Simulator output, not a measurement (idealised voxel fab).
Documented hereafter: the process module known as voxel wiring stack.
cross-section cut | 285 nm wide | cells 5 nm
Notation: cross-section as square-cell grid; stated in bands, top first, going down; one or more cell rows per band.
Heights first: top, then bottom, in nm. Then materials, left to right, each with a width in nm. "everywhere" on a single material: fills the band edge to edge. "blank": empty space.
It should be noted that heights are counted from 0, beneath which the wafer as supplied is of one material throughout, and that the lowest band possesses no lower boundary but continues downward, as written in "0 -> down".
Graded width ("30 to 40"): value in top row of band = first number; value in bottom row = second number; row-to-row change constant.
The cross-section has no changed cell in any step marked "nothing changed".
Each empty space that has no open way to the top and spans at least 8 cells appears under "Closed void register" as width x height at distance, the distance counted from the left edge, all in nm.
Formally, on a step line, whatever follows the settings is a remark that the simulator itself makes on the step.
overlay nm: mask right of planned place by this much (step with mask). Neg. = left.

Process steps - plan:
| 1 | RECEIVE, material Si |
| 2 | CONFORMAL_DEP, material SiO2, thk nm 15 |
| 3 | CONFORMAL_DEP, material SiCN, thk nm 5 |
| 4 | DIRECTIONAL_DEP, material lowk, thk nm 25 |
| 5 | MASKED_ETCH, tone open, mask id METAL_1, width nm 25, pitch nm 50, etch materials lowk, depth nm 25, overlay nm 0 |
| 6 | MASKED_ETCH, tone open, mask id METAL_1, width nm 25, pitch nm 50, etch materials SiCN, depth nm 5, overlay nm 0 |
| 7 | CONFORMAL_DEP, material TiN, thk nm 5 |
| 8 | FILL_DEP, material Cu, thk nm 10 |
| 9 | CMP, height nm 45 |
| 10 | CONFORMAL_DEP, material SiCN, thk nm 5 |
| 11 | DIRECTIONAL_DEP, material lowk, thk nm 15 |
| 12 | DIRECTIONAL_DEP, material aC, thk nm 10 |
| 13 | PATTERN, tone open, mask id PLUG_1, material resist, width nm 15, pitch nm 50, thk nm 25, overlay nm 0 |
| 14 | DIRECTIONAL_ETCH, etch materials aC, depth nm 10 |
| 15 | STRIP, etch materials resist |
| 16 | DIRECTIONAL_ETCH, etch materials lowk, depth nm 15 |
| 17 | DIRECTIONAL_ETCH, etch materials SiCN, depth nm 5 |
| 18 | STRIP, etch materials aC |
| 19 | CONFORMAL_DEP, material TiN, thk nm 5 |
| 20 | FILL_DEP, material Cu, thk nm 5 |
| 21 | CMP, height nm 65 |
| 22 | CONFORMAL_DEP, material SiCN, thk nm 5 |
| 23 | DIRECTIONAL_DEP, material SiO2, thk nm 25 |
| 24 | DIRECTIONAL_DEP, material aC, thk nm 15 |
| 25 | PATTERN, tone open, mask id METAL_2, material resist, width nm 25, pitch nm 50, thk nm 30, overlay nm 0 |
| 26 | DIRECTIONAL_ETCH, etch materials aC, depth nm 15 |
| 27 | STRIP, etch materials resist |
| 28 | DIRECTIONAL_ETCH, etch materials SiO2, depth nm 25 |
| 29 | DIRECTIONAL_ETCH, etch materials SiCN, depth nm 5 |
| 30 | STRIP, etch materials aC |
| 31 | CONFORMAL_DEP, material TiN, thk nm 5 |
| 32 | FILL_DEP, material Cu, thk nm 10 |
| 33 | CMP, height nm 95 |
| 34 | EPI, material Ru, thk nm 5 |
| 35 | FILL_DEP, material SiCN, thk nm 5 |
| 36 | DIRECTIONAL_DEP, material SiO2, thk nm 30 |
| 37 | MASKED_ETCH, tone open, mask id METAL_3_HOLES, width nm 15, pitch nm 50, etch materials SiO2, depth nm 30, overlay nm 0 |
| 38 | DIRECTIONAL_DEP, material aC, thk nm 15 |
| 39 | PATTERN, tone open, mask id METAL_3, material resist, width nm 25, pitch nm 50, thk nm 30, overlay nm 0 |
| 40 | DIRECTIONAL_ETCH, etch materials aC, depth nm 15 |
| 41 | STRIP, etch materials resist |
| 42 | DIRECTIONAL_ETCH, etch materials SiO2, depth nm 20 |
| 43 | DIRECTIONAL_ETCH, etch materials SiCN, depth nm 5 |
| 44 | STRIP, etch materials aC |
| 45 | CONFORMAL_DEP, material TiN, thk nm 5 |
| 46 | FILL_DEP, material Cu, thk nm 10 |
| 47 | CMP, height nm 135 |
| 48 | CONFORMAL_DEP, material SiCN, thk nm 5 |

Step 1 complete: cross-section of the wafer as received:
    0 -> down = Si everywhere
    Closed void register: none

Cross-section: first of two wafers, module finished, run according to plan:
    140 -> 135 = SiCN everywhere
    135 -> 120 = SiO2 (55) | TiN (5) | Cu (15) | TiN (5) | SiO2 (25) | TiN (5) | Cu (15) | TiN (5) | SiO2 (25) | TiN (5) | Cu (15) | TiN (5) | SiO2 (25) | TiN (5) | Cu (15) | TiN (5) | SiO2 (55)
    120 -> 115 = SiO2 (55) | TiN (5) | Cu (5) | TiN (15) | SiO2 (25) | TiN (5) | Cu (5) | TiN (15) | SiO2 (25) | TiN (5) | Cu (5) | TiN (15) | SiO2 (25) | TiN (5) | Cu (5) | TiN (15) | SiO2 (55)
    115 -> 105 = SiO2 (55) | TiN (5) | Cu (5) | TiN (5) | SiO2 (35) | TiN (5) | Cu (5) | TiN (5) | SiO2 (35) | TiN (5) | Cu (5) | TiN (5) | SiO2 (35) | TiN (5) | Cu (5) | TiN (5) | SiO2 (65)
    105 -> 100 = SiCN (55) | TiN (15) | SiCN (35) | TiN (15) | SiCN (35) | TiN (15) | SiCN (35) | TiN (15) | SiCN (65)
    100 -> 95 = SiCN (50) | Ru (35) | SiCN (15) | Ru (35) | SiCN (15) | Ru (35) | SiCN (15) | Ru (35) | SiCN (50)
    95 -> 70 = SiO2 (55) | TiN (5) | Cu (15) | TiN (5) | SiO2 (25) | TiN (5) | Cu (15) | TiN (5) | SiO2 (25) | TiN (5) | Cu (15) | TiN (5) | SiO2 (25) | TiN (5) | Cu (15) | TiN (5) | SiO2 (55)
    70 -> 65 = SiCN (55) | TiN (25) | SiCN (25) | TiN (25) | SiCN (25) | TiN (25) | SiCN (25) | TiN (25) | SiCN (55)
    65 -> 50 = lowk (55) | TiN (5) | Cu (5) | TiN (5) | lowk (35) | TiN (5) | Cu (5) | TiN (5) | lowk (35) | TiN (5) | Cu (5) | TiN (5) | lowk (35) | TiN (5) | Cu (5) | TiN (5) | lowk (65)
    50 -> 45 = SiCN (55) | TiN (15) | SiCN (35) | TiN (15) | SiCN (35) | TiN (15) | SiCN (35) | TiN (15) | SiCN (65)
    45 -> 20 = lowk (55) | TiN (5) | Cu (15) | TiN (5) | lowk (25) | TiN (5) | Cu (15) | TiN (5) | lowk (25) | TiN (5) | Cu (15) | TiN (5) | lowk (25) | TiN (5) | Cu (15) | TiN (5) | lowk (55)
    20 -> 15 = SiCN (55) | TiN (25) | SiCN (25) | TiN (25) | SiCN (25) | TiN (25) | SiCN (25) | TiN (25) | SiCN (55)
    15 -> 0 = SiO2 everywhere
    0 -> down = Si everywhere
    Closed void register: none

Cross-section, wafer two of two, end of module: same start and plan as wafer one, one error in execution:
    140 -> 135 = SiCN everywhere
    135 -> 120 = SiO2 (55) | TiN (5) | Cu (15) | TiN (5) | SiO2 (25) | TiN (5) | Cu (15) | TiN (5) | SiO2 (25) | TiN (5) | Cu (15) | TiN (5) | SiO2 (25) | TiN (5) | Cu (15) | TiN (5) | SiO2 (55)
    120 -> 115 = SiO2 (55) | TiN (5) | Cu (5) | TiN (15) | SiO2 (25) | TiN (5) | Cu (5) | TiN (15) | SiO2 (25) | TiN (5) | Cu (5) | TiN (15) | SiO2 (25) | TiN (5) | Cu (5) | TiN (15) | SiO2 (55)
    115 -> 105 = SiO2 (55) | TiN (5) | Cu (5) | TiN (5) | SiO2 (35) | TiN (5) | Cu (5) | TiN (5) | SiO2 (35) | TiN (5) | Cu (5) | TiN (5) | SiO2 (35) | TiN (5) | Cu (5) | TiN (5) | SiO2 (65)
    105 -> 100 = SiCN (55) | TiN (15) | SiCN (35) | TiN (15) | SiCN (35) | TiN (15) | SiCN (35) | TiN (15) | SiCN (65)
    100 -> 95 = SiCN (50) | Ru (35) | SiCN (15) | Ru (35) | SiCN (15) | Ru (35) | SiCN (15) | Ru (35) | SiCN (50)
    95 -> 70 = SiO2 (55) | TiN (5) | Cu (15) | TiN (5) | SiO2 (25) | TiN (5) | Cu (15) | TiN (5) | SiO2 (25) | TiN (5) | Cu (15) | TiN (5) | SiO2 (25) | TiN (5) | Cu (15) | TiN (5) | SiO2 (55)
    70 -> 65 = SiCN (55) | TiN (25) | SiCN (25) | TiN (25) | SiCN (25) | TiN (25) | SiCN (25) | TiN (25) | SiCN (55)
    65 -> 50 = lowk (55) | TiN (5) | Cu (5) | TiN (5) | lowk (35) | TiN (5) | Cu (5) | TiN (5) | lowk (35) | TiN (5) | Cu (5) | TiN (5) | lowk (35) | TiN (5) | Cu (5) | TiN (5) | lowk (65)
    50 -> 45 = SiCN (55) | TiN (15) | SiCN (35) | TiN (15) | SiCN (35) | TiN (15) | SiCN (35) | TiN (15) | SiCN (65)
    45 -> 35 = lowk (55) | TiN (5) | Cu (15) | TiN (5) | lowk (25) | TiN (5) | Cu (15) | TiN (5) | lowk (25) | TiN (5) | Cu (15) | TiN (5) | lowk (25) | TiN (5) | Cu (15) | TiN (5) | lowk (55)
    35 -> 30 = SiCN (55) | TiN (25) | SiCN (25) | TiN (25) | SiCN (25) | TiN (25) | SiCN (25) | TiN (25) | SiCN (55)
    30 -> 0 = SiO2 everywhere
    0 -> down = Si everywhere
    Closed void register: none
what went wrong: step 2 of the plan was carried out twice
Upon completion, the second wafer contains, in terms of cells, a greater or smaller amount of certain materials than the first wafer: Cu -36; SiO2 +171; TiN -24; lowk -111
